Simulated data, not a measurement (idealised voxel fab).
process module | voxel transistor to metal
cross-section cut | 285 nm wide | cells 5 nm
A cross-section is a grid of square cells, given in bands from the top down. A band is one or more rows of cells.
Each band's line starts with the height of the band's top and of its bottom, in nm. Then come its materials from left to right, each with its width in nm. One material with "throughout" fills the band from edge to edge. "air" is empty space.
Height 0 is the level under which the wafer as received is all one material. The lowest band goes on downwards, as in "0 down".
A width such as "30 to 40" changes by the same amount from each row of cells to the next, from the band's top row to its bottom row.
"no change" after a step means that no cell of the cross-section changed.
closed voids: empty space of 8 cells or more with no open way to the top, each as width x height at its distance from the left edge, in nm
after a step's settings: what the simulator itself notes on the step
overlay nm, on a step with a mask: how far to the right of its planned place the mask lay; to the left if negative
plan
1 op RECEIVE | material Si
2 op CONFORMAL_DEP | material SiO2 | thk nm 5
3 op CONFORMAL_DEP | material SiN | thk nm 10
4 op PATTERN | tone cover | mask id ACTIVE | material resist | width nm 115 | pitch nm 140 | thk nm 15 | overlay nm 0
5 op DIRECTIONAL_ETCH | etch materials SiN | depth nm 10
6 op DIRECTIONAL_ETCH | etch materials SiO2 | depth nm 5
7 op DIRECTIONAL_ETCH | etch materials Si | depth nm 25
8 op STRIP | etch materials resist
9 op OXIDIZE | depth nm 5
10 op FILL_DEP | material SiO2 | thk nm 5
11 op CMP | height nm 15
12 op SELECTIVE_ETCH | etch materials SiO2 | depth nm 5
13 op STRIP | etch materials SiN
14 op SELECTIVE_ETCH | etch materials SiO2 | depth nm 5
15 op OXIDIZE | depth nm 5
16 op DIRECTIONAL_DEP | material polySi | thk nm 25
17 op DIRECTIONAL_DEP | material SiCN | thk nm 10
18 op PATTERN | tone cover | mask id GATE | material resist | width nm 25 | pitch nm 140 | thk nm 20 | overlay nm 0
19 op DIRECTIONAL_ETCH | etch materials SiCN | depth nm 20
20 op DIRECTIONAL_ETCH | etch materials polySi | depth nm 35
21 op STRIP | etch materials resist
22 op CONFORMAL_DEP | material SiO2 | thk nm 5
23 op DIRECTIONAL_ETCH | etch materials SiO2 | depth nm 5
24 op CONFORMAL_DEP | material SiN | thk nm 10
25 op DIRECTIONAL_ETCH | etch materials SiN | depth nm 10
26 op DIRECTIONAL_ETCH | etch materials SiO2 | depth nm 5
27 op DIRECTIONAL_ETCH | etch materials Si | depth nm 5
28 op EPI | material nSi | thk nm 5
29 op FILL_DEP | material SiO2 | thk nm 5
30 op CMP | height nm 35
31 op DIRECTIONAL_DEP | material SiO2 | thk nm 10
32 op DIRECTIONAL_DEP | material aC | thk nm 10
33 op PATTERN | tone open | mask id CONTACT | material resist | width nm 35 | pitch nm 70 | thk nm 30 | overlay nm 0
34 op DIRECTIONAL_ETCH | etch materials aC | depth nm 10
35 op STRIP | etch materials resist
36 op DIRECTIONAL_ETCH | etch materials SiO2 | depth nm 50
37 op STRIP | etch materials aC
38 op CONFORMAL_DEP | material TiN | thk nm 5
39 op FILL_DEP | material W | thk nm 5
40 op CMP | height nm 45
41 op DIRECTIONAL_DEP | material TiN | thk nm 5
42 op DIRECTIONAL_DEP | material W | thk nm 25
43 op PATTERN | tone cover | mask id METAL_1 | material resist | width nm 20 | thk nm 15 | overlay nm 0
44 op DIRECTIONAL_ETCH | etch materials W | depth nm 25
45 op DIRECTIONAL_ETCH | etch materials TiN | depth nm 5
46 op STRIP | etch materials resist
47 op CONFORMAL_DEP | material SiN | thk nm 5
48 op FILL_DEP | material SiO2 | thk nm 10
49 op CMP | height nm 75
50 op CONFORMAL_DEP | material SiCN | thk nm 5
as received, after step 1
  0 down: Si throughout
  closed voids: none
first wafer at the end, as planned
  80 to 75: SiCN throughout
  75 to 50: SiO2 15 | SiN 5 | W 20 | SiN 5 | SiO2 55 | SiN 5 | W 20 | SiN 5 | SiO2 25 | SiN 5 | W 20 | SiN 5 | SiO2 55 | SiN 5 | W 20 | SiN 5 | SiO2 15
  50 to 45: SiN 20 | TiN 20 | SiN 65 | TiN 20 | SiN 35 | TiN 20 | SiN 65 | TiN 20 | SiN 20
  45 to 35: SiO2 20 | TiN 5 | W 25 to 15 | TiN 5 to 15 | SiO2 35 | TiN 5 to 15 | W 25 to 15 | TiN 5 | SiO2 35 | TiN 5 | W 25 to 15 | TiN 5 to 15 | SiO2 35 | TiN 5 to 15 | W 25 to 15 | TiN 5 | SiO2 20
  35 to 25: SiO2 20 | TiN 5 | W 15 | TiN 5 | SiN 10 | SiO2 5 | SiCN 25 | SiO2 5 | SiN 10 | TiN 5 | W 15 | TiN 5 | SiO2 35 | TiN 5 | W 15 | TiN 5 | SiN 10 | SiO2 5 | SiCN 25 | SiO2 5 | SiN 10 | TiN 5 | W 15 | TiN 5 | SiO2 20
  25 to 10: SiO2 20 | TiN 5 | W 15 | TiN 5 | SiN 10 | SiO2 5 | polySi 25 | SiO2 5 | SiN 10 | TiN 5 | W 15 | TiN 5 | SiO2 35 | TiN 5 | W 15 | TiN 5 | SiN 10 | SiO2 5 | polySi 25 | SiO2 5 | SiN 10 | TiN 5 | W 15 | TiN 5 | SiO2 20
  10 to 5: SiO2 20 | TiN 10 | W 10 | TiN 5 | SiN 10 | SiO2 5 | polySi 25 | SiO2 5 | SiN 10 | TiN 5 | W 10 | TiN 10 | SiO2 35 | TiN 10 | W 10 | TiN 5 | SiN 10 | SiO2 5 | polySi 25 | SiO2 5 | SiN 10 | TiN 5 | W 10 | TiN 10 | SiO2 20
  5 to 0: SiO2 15 | SiN 10 | TiN 20 | SiN 10 | SiO2 5 | polySi 25 | SiO2 5 | SiN 10 | TiN 20 | SiN 10 | SiO2 25 | SiN 10 | TiN 20 | SiN 10 | SiO2 5 | polySi 25 | SiO2 5 | SiN 10 | TiN 20 | SiN 10 | SiO2 15
  0 to -5: SiO2 25 | nSi 5 | TiN 10 | nSi 5 | SiO2 55 | nSi 5 | TiN 10 | nSi 5 | SiO2 45 | nSi 5 | TiN 10 | nSi 5 | SiO2 55 | nSi 5 | TiN 10 | nSi 5 | SiO2 25
  -5 to -10: SiO2 20 | Si 5 | nSi 20 | Si 55 | nSi 20 | Si 5 | SiO2 35 | Si 5 | nSi 20 | Si 55 | nSi 20 | Si 5 | SiO2 20
  -10 to -30: SiO2 20 | Si 105 | SiO2 35 | Si 105 | SiO2 20
  -30 down: Si throughout
  closed voids: none
second wafer at the end: like start, like plan, one mistake
  80 to 75: SiCN throughout
  75 to 50: SiO2 15 | SiN 5 | W 20 | SiN 5 | SiO2 55 | SiN 5 | W 20 | SiN 5 | SiO2 25 | SiN 5 | W 20 | SiN 5 | SiO2 55 | SiN 5 | W 20 | SiN 5 | SiO2 15
  50 to 45: SiN 20 | TiN 20 | SiN 65 | TiN 20 | SiN 35 | TiN 20 | SiN 65 | TiN 20 | SiN 20
  45 to 35: SiO2 20 | TiN 5 | W 25 to 15 | TiN 5 to 15 | SiO2 35 | TiN 5 to 15 | W 25 to 15 | TiN 5 | SiO2 35 | TiN 5 | W 25 to 15 | TiN 5 to 15 | SiO2 35 | TiN 5 to 15 | W 25 to 15 | TiN 5 | SiO2 20
  35 to 25: SiO2 20 | TiN 5 | W 15 | TiN 5 | SiN 10 | SiO2 5 | SiCN 25 | SiO2 5 | SiN 10 | TiN 5 | W 15 | TiN 5 | SiO2 35 | TiN 5 | W 15 | TiN 5 | SiN 10 | SiO2 5 | SiCN 25 | SiO2 5 | SiN 10 | TiN 5 | W 15 | TiN 5 | SiO2 20
  25 to 10: SiO2 20 | TiN 5 | W 15 | TiN 5 | SiN 10 | SiO2 5 | polySi 25 | SiO2 5 | SiN 10 | TiN 5 | W 15 | TiN 5 | SiO2 35 | TiN 5 | W 15 | TiN 5 | SiN 10 | SiO2 5 | polySi 25 | SiO2 5 | SiN 10 | TiN 5 | W 15 | TiN 5 | SiO2 20
  10 to 5: SiO2 20 | TiN 10 | W 10 | TiN 5 | SiN 10 | SiO2 5 | polySi 25 | SiO2 5 | SiN 10 | TiN 5 | W 10 | TiN 10 | SiO2 35 | TiN 10 | W 10 | TiN 5 | SiN 10 | SiO2 5 | polySi 25 | SiO2 5 | SiN 10 | TiN 5 | W 10 | TiN 10 | SiO2 20
  5 to 0: SiO2 15 | SiN 10 | TiN 20 | SiN 10 | SiO2 5 | polySi 25 | SiO2 5 | SiN 10 | TiN 20 | SiN 10 | SiO2 25 | SiN 10 | TiN 20 | SiN 10 | SiO2 5 | polySi 25 | SiO2 5 | SiN 10 | TiN 20 | SiN 10 | SiO2 15
  0 to -5: SiO2 25 | nSi 5 | TiN 10 | nSi 5 | SiO2 55 | nSi 5 | TiN 10 | nSi 5 | SiO2 45 | nSi 5 | TiN 10 | nSi 5 | SiO2 55 | nSi 5 | TiN 10 | nSi 5 | SiO2 25
  -5 to -10: SiO2 20 | Si 5 | nSi 20 | Si 55 | nSi 20 | Si 5 | SiO2 35 | Si 5 | nSi 20 | Si 55 | nSi 20 | Si 5 | SiO2 20
  -10 to -55: SiO2 20 | Si 105 | SiO2 35 | Si 105 | SiO2 20
  -55 down: Si throughout
  closed voids: none
what went wrong: step 7 was run twice
at the end the second wafer has, in cells: 75 fewer of Si | 75 more of SiO2
